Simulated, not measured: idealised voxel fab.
Process module heading - voxel wiring stack
Each square cell in cross-section cut measures 5 nm, and the section as a whole is 255 nm wide.
Format of a cross-section: grid, square cells. Given as bands. Order: top down. Band: one or more rows of cells. First you get the band's top height and its bottom height, in nm, and then the materials it's made of, left to right, with each width in nm. If you see a single material with "everywhere", that one covers the band edge to edge. "empty" is empty space. Heads up on the height convention: 0 is the point under which the incoming wafer is all one material, and the lowest band has no bottom, it just keeps going down, like "top 0, no bottom". Read "30..40" as a graded width: first number on top, second number at the bottom, same change between each pair of neighbouring rows. Key: "nothing was modified" - step with no changed cell in the cross-section. "Sealed internal voids" enumerates empty spaces isolated from the top, with no open way to it, that contain at least 8 cells, giving each as width x height at distance from the left edge, all three in nm. Note: text after step settings on the step line = simulator remark on that step. overlay nm: mask offset rightward from planned place, masked step; negative means leftward offset.
Listed below are the process steps as planned:
1. RECEIVE (material Si)
2. CONFORMAL_DEP (material SiO2; thk nm 10)
3. DIRECTIONAL_DEP (material TiN; thk nm 5)
4. DIRECTIONAL_DEP (material Ru; thk nm 25)
5. PATTERN (tone cover; mask id METAL_1; material resist; width nm 25; pitch nm 45; thk nm 20; overlay nm 0)
6. DIRECTIONAL_ETCH (etch materials Ru; depth nm 25)
7. DIRECTIONAL_ETCH (etch materials TiN; depth nm 5)
8. STRIP (etch materials resist)
9. CONFORMAL_DEP (material SiN; thk nm 5)
10. FILL_DEP (material lowk; thk nm 5)
11. CMP (height nm 40)
12. CONFORMAL_DEP (material SiCN; thk nm 5)
13. DIRECTIONAL_DEP (material lowk; thk nm 25)
14. PATTERN (tone open; mask id METAL_2; material resist; width nm 25; pitch nm 45; thk nm 20; overlay nm 0)
15. DIRECTIONAL_ETCH (etch materials lowk; depth nm 15)
16. STRIP (etch materials resist)
17. PATTERN (tone open; mask id METAL_2_HOLES; material resist; width nm 15; pitch nm 45; thk nm 20; overlay nm 0)
18. DIRECTIONAL_ETCH (etch materials lowk; depth nm 10)
19. DIRECTIONAL_ETCH (etch materials SiCN; depth nm 5)
20. STRIP (etch materials resist)
21. CONFORMAL_DEP (material TiN; thk nm 5)
22. FILL_DEP (material Cu; thk nm 5)
23. CMP (height nm 70)
24. CONFORMAL_DEP (material SiN; thk nm 5)
As-received state of the wafer in cross-section, equivalent to post-step 1:
> top 0, no bottom  Si everywhere
> Sealed internal voids: none
Cross-sectional view of the first of the two wafers upon completion of the module, processed in accordance with the plan:
> top 75, bottom 70  SiN everywhere
> top 70, bottom 60  lowk (45), then TiN (5), then Cu (15), then TiN (5), then lowk (20), then TiN (5), then Cu (15), then TiN (5), then lowk (20), then TiN (5), then Cu (15), then TiN (5), then lowk (20), then TiN (5), then Cu (15), then TiN (5), then lowk (50)
> top 60, bottom 55  lowk (45), then TiN (5), then Cu (5), then TiN (15), then lowk (20), then TiN (5), then Cu (5), then TiN (15), then lowk (20), then TiN (5), then Cu (5), then TiN (15), then lowk (20), then TiN (5), then Cu (5), then TiN (15), then lowk (50)
> top 55, bottom 45  lowk (45), then TiN (5), then Cu (5), then TiN (5), then lowk (30), then TiN (5), then Cu (5), then TiN (5), then lowk (30), then TiN (5), then Cu (5), then TiN (5), then lowk (30), then TiN (5), then Cu (5), then TiN (5), then lowk (60)
> top 45, bottom 40  SiCN (45), then TiN (15), then SiCN (30), then TiN (15), then SiCN (30), then TiN (15), then SiCN (30), then TiN (15), then SiCN (60)
> top 40, bottom 15  lowk (40), then SiN (5), then Ru (25), then SiN (5), then lowk (10), then SiN (5), then Ru (25), then SiN (5), then lowk (10), then SiN (5), then Ru (25), then SiN (5), then lowk (10), then SiN (5), then Ru (25), then SiN (5), then lowk (45)
> top 15, bottom 10  SiN (45), then TiN (25), then SiN (20), then TiN (25), then SiN (20), then TiN (25), then SiN (20), then TiN (25), then SiN (50)
> top 10, bottom 0  SiO2 everywhere
> top 0, no bottom  Si everywhere
> Sealed internal voids: none
Module end: cross-section of wafer two of two. Same start and process plan as the first wafer. One mistake during execution:
> top 75, bottom 70  SiN everywhere
> top 70, bottom 60  lowk (45), then TiN (5), then Cu (15), then TiN (5), then lowk (20), then TiN (5), then Cu (15), then TiN (5), then lowk (20), then TiN (5), then Cu (15), then TiN (5), then lowk (20), then TiN (5), then Cu (15), then TiN (5), then lowk (50)
> top 60, bottom 55  lowk (45), then TiN (10), then Cu (5), then TiN (10), then lowk (20), then TiN (10), then Cu (5), then TiN (10), then lowk (20), then TiN (10), then Cu (5), then TiN (10), then lowk (20), then TiN (10), then Cu (5), then TiN (10), then lowk (50)
> top 55, bottom 45  lowk (50), then TiN (5), then Cu (5), then TiN (5), then lowk (30), then TiN (5), then Cu (5), then TiN (5), then lowk (30), then TiN (5), then Cu (5), then TiN (5), then lowk (30), then TiN (5), then Cu (5), then TiN (5), then lowk (55)
> top 45, bottom 40  SiCN (50), then TiN (15), then SiCN (30), then TiN (15), then SiCN (30), then TiN (15), then SiCN (30), then TiN (15), then SiCN (55)
> top 40, bottom 15  lowk (40), then SiN (5), then Ru (25), then SiN (5), then lowk (10), then SiN (5), then Ru (25), then SiN (5), then lowk (10), then SiN (5), then Ru (25), then SiN (5), then lowk (10), then SiN (5), then Ru (25), then SiN (5), then lowk (45)
> top 15, bottom 10  SiN (45), then TiN (25), then SiN (20), then TiN (25), then SiN (20), then TiN (25), then SiN (20), then TiN (25), then SiN (50)
> top 10, bottom 0  SiO2 everywhere
> top 0, no bottom  Si everywhere
> Sealed internal voids: none
Deviation from plan: step 17 changed vs plan, executed as PATTERN (tone open; mask id METAL_2_HOLES; material resist; width nm 15; pitch nm 45; thk nm 20; overlay nm 5)
By the end, you'd get the same cell count for each material on either wafer, but the second wafer puts them somewhere else.
